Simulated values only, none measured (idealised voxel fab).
process module | voxel transistor to metal
cross-section cut | 290 nm wide | cells 5 nm
A cross-section is a grid of square cells, given in bands from the top down. A band is one or more rows of cells.
Each band's line starts with the height of the band's top and of its bottom, in nm. Then come its materials from left to right, each with its width in nm. One material with "throughout" fills the band from edge to edge. "air" is empty space.
Height 0 is the level under which the wafer as received is all one material. The lowest band goes on downwards, as in "0 down".
A width such as "30 to 40" changes by the same amount from each row of cells to the next, from the band's top row to its bottom row.
"no change" after a step means that no cell of the cross-section changed.
closed voids: empty space of 8 cells or more with no open way to the top, each as width x height at its distance from the left edge, in nm
after a step's settings: what the simulator itself notes on the step
overlay nm, on a step with a mask: how far to the right of its planned place the mask lay; to the left if negative
plan
1 op RECEIVE | material Si
2 op OXIDIZE | depth nm 5
3 op CONFORMAL_DEP | material SiN | thk nm 10
4 op PATTERN | tone cover | mask id ACTIVE | material resist | width nm 115 | pitch nm 140 | thk nm 15 | overlay nm 0
5 op DIRECTIONAL_ETCH | etch materials SiN | depth nm 10
6 op DIRECTIONAL_ETCH | etch materials SiO2 | depth nm 5
7 op DIRECTIONAL_ETCH | etch materials Si | depth nm 20
8 op STRIP | etch materials resist
9 op FILL_DEP | material SiO2 | thk nm 10
10 op CMP | height nm 10
11 op SELECTIVE_ETCH | etch materials SiO2 | depth nm 5
12 op STRIP | etch materials SiN
13 op SELECTIVE_ETCH | etch materials SiO2 | depth nm 5
14 op OXIDIZE | depth nm 5
15 op DIRECTIONAL_DEP | material polySi | thk nm 30
16 op DIRECTIONAL_DEP | material SiCN | thk nm 15
17 op DIRECTIONAL_DEP | material aC | thk nm 10
18 op PATTERN | tone cover | mask id GATE | material resist | width nm 25 | pitch nm 140 | thk nm 25 | overlay nm 0
19 op DIRECTIONAL_ETCH | etch materials aC | depth nm 10
20 op STRIP | etch materials resist
21 op DIRECTIONAL_ETCH | etch materials SiCN | depth nm 25
22 op DIRECTIONAL_ETCH | etch materials polySi | depth nm 40
23 op STRIP | etch materials aC
24 op CONFORMAL_DEP | material SiO2 | thk nm 5
25 op DIRECTIONAL_ETCH | etch materials SiO2 | depth nm 5
26 op CONFORMAL_DEP | material SiN | thk nm 10
27 op DIRECTIONAL_ETCH | etch materials SiN | depth nm 10
28 op DIRECTIONAL_ETCH | etch materials SiO2 | depth nm 5
29 op DIRECTIONAL_ETCH | etch materials Si | depth nm 15
30 op EPI | material SiGe | thk nm 15
31 op FILL_DEP | material SiO2 | thk nm 5
32 op CMP | height nm 40
33 op DIRECTIONAL_DEP | material SiO2 | thk nm 15
34 op MASKED_ETCH | tone open | mask id CONTACT | width nm 30 | etch materials SiO2 | depth nm 50 | overlay nm 0
35 op CONFORMAL_DEP | material TiN | thk nm 5
36 op FILL_DEP | material W | thk nm 5
37 op CMP | height nm 55
38 op CONFORMAL_DEP | material SiN | thk nm 5
39 op DIRECTIONAL_DEP | material lowk | thk nm 15
40 op MASKED_ETCH | tone open | mask id METAL_1 | width nm 20 | etch materials lowk | depth nm 15 | overlay nm 0
41 op MASKED_ETCH | tone open | mask id METAL_1 | width nm 20 | etch materials SiN | depth nm 5 | overlay nm 0
42 op CONFORMAL_DEP | material TiN | thk nm 5
43 op FILL_DEP | material Cu | thk nm 10
44 op CMP | height nm 75
45 op EPI | material Ru | thk nm 5
46 op FILL_DEP | material SiCN | thk nm 5
as received, after step 1
  0 down: Si throughout
  closed voids: none
a wafer at the end: this start, this plan, one mistake
  85 to 80: SiCN throughout
  80 to 75: SiCN 20 | Ru 30 | SiCN 45 | Ru 30 | SiCN 35 | Ru 30 | SiCN 45 | Ru 30 | SiCN 25
  75 to 60: lowk 25 | TiN 5 | Cu 10 | TiN 5 | lowk 55 | TiN 5 | Cu 10 | TiN 5 | lowk 45 | TiN 5 | Cu 10 | TiN 5 | lowk 55 | TiN 5 | Cu 10 | TiN 5 | lowk 30
  60 to 55: SiN 25 | TiN 20 | SiN 55 | TiN 20 | SiN 45 | TiN 20 | SiN 55 | TiN 20 | SiN 30
  55 to 45: SiO2 25 | TiN 5 | W 20 | TiN 5 | SiO2 35 | TiN 5 | W 20 | TiN 5 | SiO2 45 | TiN 5 | W 20 | TiN 5 | SiO2 35 | TiN 5 | W 20 | TiN 5 | SiO2 30
  45 to 40: SiO2 25 | TiN 5 | W 15 | TiN 10 | SiO2 35 | TiN 15 | W 10 | TiN 5 | SiO2 45 | TiN 5 | W 15 | TiN 10 | SiO2 35 | TiN 15 | W 10 | TiN 5 | SiO2 30
  40 to 25: SiO2 25 | TiN 5 | W 15 | TiN 5 | SiN 10 | SiO2 5 | SiCN 20 | SiO2 5 | SiN 10 | TiN 5 | W 10 | TiN 5 | SiO2 45 | TiN 5 | W 15 | TiN 5 | SiN 10 | SiO2 5 | SiCN 20 | SiO2 5 | SiN 10 | TiN 5 | W 10 | TiN 5 | SiO2 30
  25 to 10: SiO2 25 | TiN 5 | W 15 | TiN 5 | SiN 10 | SiO2 5 | polySi 20 | SiO2 5 | SiN 10 | TiN 5 | W 10 | TiN 5 | SiO2 45 | TiN 5 | W 15 | TiN 5 | SiN 10 | SiO2 5 | polySi 20 | SiO2 5 | SiN 10 | TiN 5 | W 10 | TiN 5 | SiO2 30
  10 to 5: SiO2 25 | TiN 25 | SiN 10 | SiO2 5 | polySi 20 | SiO2 5 | SiN 10 | TiN 20 | SiO2 45 | TiN 25 | SiN 10 | SiO2 5 | polySi 20 | SiO2 5 | SiN 10 | TiN 20 | SiO2 30
  5 to 0: SiO2 20 | SiGe 30 | SiN 10 | SiO2 5 | polySi 20 | SiO2 5 | SiN 10 | SiGe 25 | SiO2 35 | SiGe 30 | SiN 10 | SiO2 5 | polySi 20 | SiO2 5 | SiN 10 | SiGe 25 | SiO2 25
  0 to -5: SiO2 15 | SiN 10 | SiGe 25 | SiN 10 | SiO2 5 | polySi 20 | SiO2 5 | SiN 10 | SiGe 20 | SiN 10 | SiO2 25 | SiN 10 | SiGe 25 | SiN 10 | SiO2 5 | polySi 20 | SiO2 5 | SiN 10 | SiGe 20 | SiN 10 | SiO2 20
  -5 to -10: SiO2 25 | SiGe 25 | SiO2 50 | SiGe 20 | SiO2 45 | SiGe 25 | SiO2 50 | SiGe 20 | SiO2 30
  -10 to -25: SiO2 15 | Si 10 | SiGe 25 | Si 50 | SiGe 20 | Si 10 | SiO2 25 | Si 10 | SiGe 25 | Si 50 | SiGe 20 | Si 10 | SiO2 20
  -25 down: Si throughout
  closed voids: none
what went wrong: step 18 ran as: op PATTERN | tone cover | mask id GATE | material resist | width nm 20 | pitch nm 140 | thk nm 25 | overlay nm 0
